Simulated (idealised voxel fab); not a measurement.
Module name: voxel trench capacitor (process module)
The figure presents cross-section cut, which has a width of 160 nm and is divided into square cells with an edge length of 5 nm.
Notation: cross-section as square-cell grid; stated in bands, top first, going down; one or more cell rows per band. Each band's line starts with the height of the band's top and of its bottom, in nm. Then come its materials from left to right, each with its width in nm. One material with "everywhere" fills the band from edge to edge. "air" is empty space. Note: height 0 marks the level under which the wafer is uniformly one material as received. Lowest band unbounded below, written "0 nm and below". Top row gets the first number, bottom row gets the second, and each row in between changes by the same step: that is how a band width like "30->40" works. "no alterations made" after a step means that no cell of the cross-section changed. The entry titled "Enclosed cavity list" provides the empty spaces that have no open way to the top, restricted to those of 8 cells or more. Each is presented as width x height at distance, the distance being measured from the left edge, with all three in nm. Note: text after step settings on the step line = simulator remark on that step. Regarding "overlay nm": on a step with a mask, it is the distance the mask lay to the right of its planned place; a negative value places it to the left.
## The process steps that were planned are listed below
step 1: RECEIVE: material Si
step 2: CONFORMAL_DEP: material SiN, thk nm 5
step 3: PATTERN: tone open, mask id TRENCH, material resist, width nm 25, pitch nm 40, thk nm 15, overlay nm 0
step 4: DIRECTIONAL_ETCH: etch materials SiN, depth nm 5
step 5: DIRECTIONAL_ETCH: etch materials Si, depth nm 25
step 6: STRIP: etch materials resist
step 7: CONFORMAL_DEP: material Al2O3, thk nm 5
step 8: CONFORMAL_DEP: material TiN, thk nm 5
step 9: FILL_DEP: material W, thk nm 5
step 10: CMP: height nm 5
## The cross-section here shows the wafer as received, i.e. in its state after step 1
> 0 nm and below  Si everywhere
> Enclosed cavity list: none
## End-of-module cross-section of the first of two wafers, processed as planned
> 5 nm to 0 nm  SiN: 45 / Al2O3: 5 / TiN: 5 / W: 5 / TiN: 5 / Al2O3: 5 / SiN: 15 / Al2O3: 5 / TiN: 5 / W: 5 / TiN: 5 / Al2O3: 5 / SiN: 50
> 0 nm to -15 nm  Si: 45 / Al2O3: 5 / TiN: 5 / W: 5 / TiN: 5 / Al2O3: 5 / Si: 15 / Al2O3: 5 / TiN: 5 / W: 5 / TiN: 5 / Al2O3: 5 / Si: 50
> -15 nm to -20 nm  Si: 45 / Al2O3: 5 / TiN: 15 / Al2O3: 5 / Si: 15 / Al2O3: 5 / TiN: 15 / Al2O3: 5 / Si: 50
> -20 nm to -25 nm  Si: 45 / Al2O3: 25 / Si: 15 / Al2O3: 25 / Si: 50
> -25 nm and below  Si everywhere
> Enclosed cavity list: none
## Wafer two (of two), end-of-module cross-section: start = wafer one, plan = wafer one, one run mistake
> 5 nm to 0 nm  SiN: 45 / Al2O3: 5 / TiN: 5 / SiN: 5 / TiN: 5 / Al2O3: 5 / SiN: 15 / Al2O3: 5 / TiN: 5 / SiN: 5 / TiN: 5 / Al2O3: 5 / SiN: 50
> 0 nm to -15 nm  Si: 45 / Al2O3: 5 / TiN: 5 / SiN: 5 / TiN: 5 / Al2O3: 5 / Si: 15 / Al2O3: 5 / TiN: 5 / SiN: 5 / TiN: 5 / Al2O3: 5 / Si: 50
> -15 nm to -20 nm  Si: 45 / Al2O3: 5 / TiN: 15 / Al2O3: 5 / Si: 15 / Al2O3: 5 / TiN: 15 / Al2O3: 5 / Si: 50
> -20 nm to -25 nm  Si: 45 / Al2O3: 25 / Si: 15 / Al2O3: 25 / Si: 50
> -25 nm and below  Si everywhere
> Enclosed cavity list: none
Heads up, the wafer didn't run the way we planned it: it should be noted that step 9 was executed with settings other than those planned, the operation and settings actually applied being FILL_DEP: material SiN, thk nm 5
The closing comparison, in cells, has the second wafer with more or fewer of some materials than the first: 8 more of SiN, 8 fewer of W
